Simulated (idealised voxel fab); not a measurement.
This section sets out a process module, namely voxel transistor to metal.
Xsec cut, 205 nm wide, square cell size 5 nm.
In this document a cross-section is written as a grid of square cells. It is given as a series of bands, listed from the top down, and a band is one or more rows of cells. Within each band entry, the heights of the top and of the bottom of the band appear first, in that order and in nm; the materials of the band then follow from left to right, each with its corresponding width in nm. The designation "throughout" on a single material indicates that it fills the band from edge to edge; the designation "blank" indicates empty space. Heights from 0 (as-received wafer is one material below). Bottom band endless downward, as "0..down". Think of "30->40" as a width that walks from the first number to the second as you go down the band, top row to bottom row, taking equal-sized steps from row to row. For the purposes of this document, the phrase "everything unchanged" attached to a step denotes that no cell within the cross-section was modified by that step. The entry titled "Cavities, sealed" provides the empty spaces that have no open way to the top, restricted to those of 8 cells or more. Each is presented as width x height at distance, the distance being measured from the left edge, with all three in nm. Formally, on a step line, whatever follows the settings is a remark that the simulator itself makes on the step. On any step carrying a mask, the "overlay nm" setting, if present on the step's line, tells how far right of its planned place the mask lay; negative values point to the left.

# Steps planned for the process
1,RECEIVE [material Si]
2,CONFORMAL_DEP [material SiO2] [thk nm 5]
3,CONFORMAL_DEP [material SiN] [thk nm 15]
4,MASKED_ETCH [tone cover] [mask id ACTIVE] [width nm 90] [etch materials SiN] [depth nm 15] [overlay nm 0]
5,MASKED_ETCH [tone cover] [mask id ACTIVE] [width nm 90] [etch materials SiO2] [depth nm 5] [overlay nm 0]
6,MASKED_ETCH [tone cover] [mask id ACTIVE] [width nm 90] [etch materials Si] [depth nm 35] [overlay nm 0]
7,OXIDIZE [depth nm 5]
8,FILL_DEP [material SiO2] [thk nm 5]
9,CMP [height nm 20]
10,SELECTIVE_ETCH [etch materials SiO2] [depth nm 5]
11,STRIP [etch materials SiN]
12,SELECTIVE_ETCH [etch materials SiO2] [depth nm 5]
13,OXIDIZE [depth nm 5]
14,DIRECTIONAL_DEP [material polySi] [thk nm 20]
15,DIRECTIONAL_DEP [material SiCN] [thk nm 10]
16,DIRECTIONAL_DEP [material aC] [thk nm 10]
17,PATTERN [tone cover] [mask id GATE] [material resist] [width nm 20] [thk nm 30] [overlay nm 0]
18,DIRECTIONAL_ETCH [etch materials aC] [depth nm 10]
19,STRIP [etch materials resist]
20,DIRECTIONAL_ETCH [etch materials SiCN] [depth nm 20]
21,DIRECTIONAL_ETCH [etch materials polySi] [depth nm 30]
22,STRIP [etch materials aC]
23,CONFORMAL_DEP [material SiN] [thk nm 10]
24,DIRECTIONAL_ETCH [etch materials SiN] [depth nm 10]
25,DIRECTIONAL_ETCH [etch materials SiO2] [depth nm 5]
26,DIRECTIONAL_ETCH [etch materials Si] [depth nm 5]
27,EPI [material pSi] [thk nm 10]
28,FILL_DEP [material SiO2] [thk nm 5]
29,CMP [height nm 30]
30,DIRECTIONAL_DEP [material SiO2] [thk nm 15]
31,MASKED_ETCH [tone open] [mask id CONTACT] [width nm 15] [pitch nm 65] [etch materials SiO2] [depth nm 45] [overlay nm 0]
32,CONFORMAL_DEP [material TiN] [thk nm 5]
33,FILL_DEP [material W] [thk nm 10]
34,CMP [height nm 45]
35,CONFORMAL_DEP [material SiCN] [thk nm 5]
36,DIRECTIONAL_DEP [material lowk] [thk nm 15]
37,MASKED_ETCH [tone open] [mask id METAL_1] [width nm 15] [pitch nm 65] [etch materials lowk] [depth nm 15] [overlay nm 0]
38,MASKED_ETCH [tone open] [mask id METAL_1] [width nm 15] [pitch nm 65] [etch materials SiCN] [depth nm 5] [overlay nm 0]
39,CONFORMAL_DEP [material TiN] [thk nm 5]
40,FILL_DEP [material Ru] [thk nm 10]
41,CMP [height nm 65]
42,CONFORMAL_DEP [material SiN] [thk nm 5]

# Cross-section of the wafer upon arrival, representing the state reached after step 1
	0..down = Si throughout
	Cavities, sealed: none

# Final wafer profile in cross-section after the module, from the same start and plan as above, with one mistake made during processing
	70..65 = SiN throughout
	65..50 = lowk=60 | TiN=5 | Ru=5 | TiN=5 | lowk=50 | TiN=5 | Ru=5 | TiN=5 | lowk=65
	50..45 = SiCN=60 | TiN=15 | SiCN=50 | TiN=15 | SiCN=65
	45..30 = SiO2=60 | TiN=5 | W=5 | TiN=5 | SiO2=50 | TiN=5 | W=5 | TiN=5 | SiO2=65
	30..25 = SiO2=60 | TiN=5 | W=5 | TiN=5 | SiO2=15 | SiCN=20 | SiO2=15 | TiN=5 | W=5 | TiN=5 | SiO2=65
	25..20 = SiO2=60 | TiN=5 | W=5 | TiN=5 | SiO2=5 | SiN=10 | SiCN=20 | SiN=10 | SiO2=5 | TiN=5 | W=5 | TiN=5 | SiO2=65
	20..10 = SiO2=60 | TiN=5 | W=5 | TiN=5 | SiO2=5 | SiN=10 | polySi=20 | SiN=10 | SiO2=5 | TiN=5 | W=5 | TiN=5 | SiO2=65
	10..5 = SiO2=60 | TiN=15 | SiO2=5 | SiN=10 | polySi=20 | SiN=10 | SiO2=5 | TiN=15 | SiO2=65
	5..0 = SiO2=50 | SiN=10 | TiN=10 | pSi=10 | SiN=10 | polySi=20 | SiN=10 | pSi=10 | TiN=10 | SiN=10 | SiO2=55
	0..-5 = SiO2=60 | pSi=20 | SiO2=40 | pSi=20 | SiO2=65
	-5..-10 = SiO2=60 | pSi=20 | Si=40 | pSi=20 | SiO2=65
	-10..-40 = SiO2=60 | Si=80 | SiO2=65
	-40..down = Si throughout
	Cavities, sealed: none
Here's what went sideways: the process deviated at step 24: the operation and settings actually run there were DIRECTIONAL_ETCH [etch materials SiN] [depth nm 15]
